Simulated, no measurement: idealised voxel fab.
Process module, titled voxel self aligned contacts
Each square cell in cross-section cut measures 5 nm, and the section as a whole is 290 nm wide.
Square cells in a grid make up a cross-section in this document, and the grid is given as bands, listed from the top down, each one or more rows of cells. Basically the band line says how high the top is and how high the bottom is, in nm, and then what's in it from left to right, every material with its width in nm. Empty space shows up as "empty", and if a single material carries "everywhere" it runs the full band edge to edge. It should be noted that heights are counted from 0, beneath which the wafer as supplied is of one material throughout, and that the lowest band possesses no lower boundary but continues downward, as written in "0..down". The notation "30->40" denotes a width that varies across the rows of cells in the band, beginning at the first number in the top row, finishing at the second number in the bottom row, and changing by an identical amount from each row to the next. Basically "no modification" means that step didn't change any cell in the cross-section. Closed-off voids of 8+ cells (no open route to the top) go in "Closed cavity list", written width x height at distance from the left edge, in nm. Whatever follows a step's settings on its line is a remark the simulator itself makes about that step. "overlay nm" denotes, for a step that has a mask, the displacement of the mask to the right of its planned place, with negative values corresponding to the left.

## Process steps foreseen in the plan
1 op RECEIVE | material Si
2 op OXIDIZE | depth nm 5
3 op DIRECTIONAL_DEP | material polySi | thk nm 25
4 op DIRECTIONAL_DEP | material SiN | thk nm 20
5 op DIRECTIONAL_DEP | material aC | thk nm 15
6 op PATTERN | tone cover | mask id GATE | material resist | width nm 25 | pitch nm 70 | thk nm 30 | overlay nm 0
7 op DIRECTIONAL_ETCH | etch materials aC | depth nm 15
8 op STRIP | etch materials resist
9 op DIRECTIONAL_ETCH | etch materials SiN | depth nm 20
10 op DIRECTIONAL_ETCH | etch materials polySi | depth nm 25
11 op STRIP | etch materials aC
12 op CONFORMAL_DEP | material SiN | thk nm 10
13 op DIRECTIONAL_ETCH | etch materials SiN | depth nm 10
14 op FILL_DEP | material SiO2 | thk nm 20
15 op CMP | height nm 55
16 op MASKED_ETCH | tone open | mask id CONTACT | width nm 55 | etch materials SiO2 | depth nm 60 | overlay nm 0
17 op CONFORMAL_DEP | material TiN | thk nm 5
18 op FILL_DEP | material W | thk nm 10
19 op CMP | height nm 55
20 op CONFORMAL_DEP | material SiN | thk nm 5

## Cross-sectional view of the wafer in its as-received condition, corresponding to the state after step 1
* 0..down = Si everywhere
* Closed cavity list: none

## End-of-module cross-section. Starting structure and process plan as above; one mistake made in running it
* 60..55 = SiN everywhere
* 55..45 = SiO2=120, then TiN=5->15, then W=35->15, then TiN=5->15, then SiO2=125
* 45..25 = SiO2=85, then SiN=45, then TiN=5, then W=15, then TiN=5, then SiN=45, then SiO2=90
* 25..0 = SiO2=85, then SiN=10, then polySi=25, then SiN=10, then TiN=5, then W=15, then TiN=5, then SiN=10, then polySi=25, then SiN=10, then SiO2=90
* 0..-5 = SiO2=130, then TiN=25, then SiO2=135
* -5..down = Si everywhere
* Closed cavity list: none
Misprocessing identified: contrary to plan, step 16 was performed as op MASKED_ETCH | tone open | mask id CONTACT | width nm 45 | etch materials SiO2 | depth nm 60 | overlay nm 0
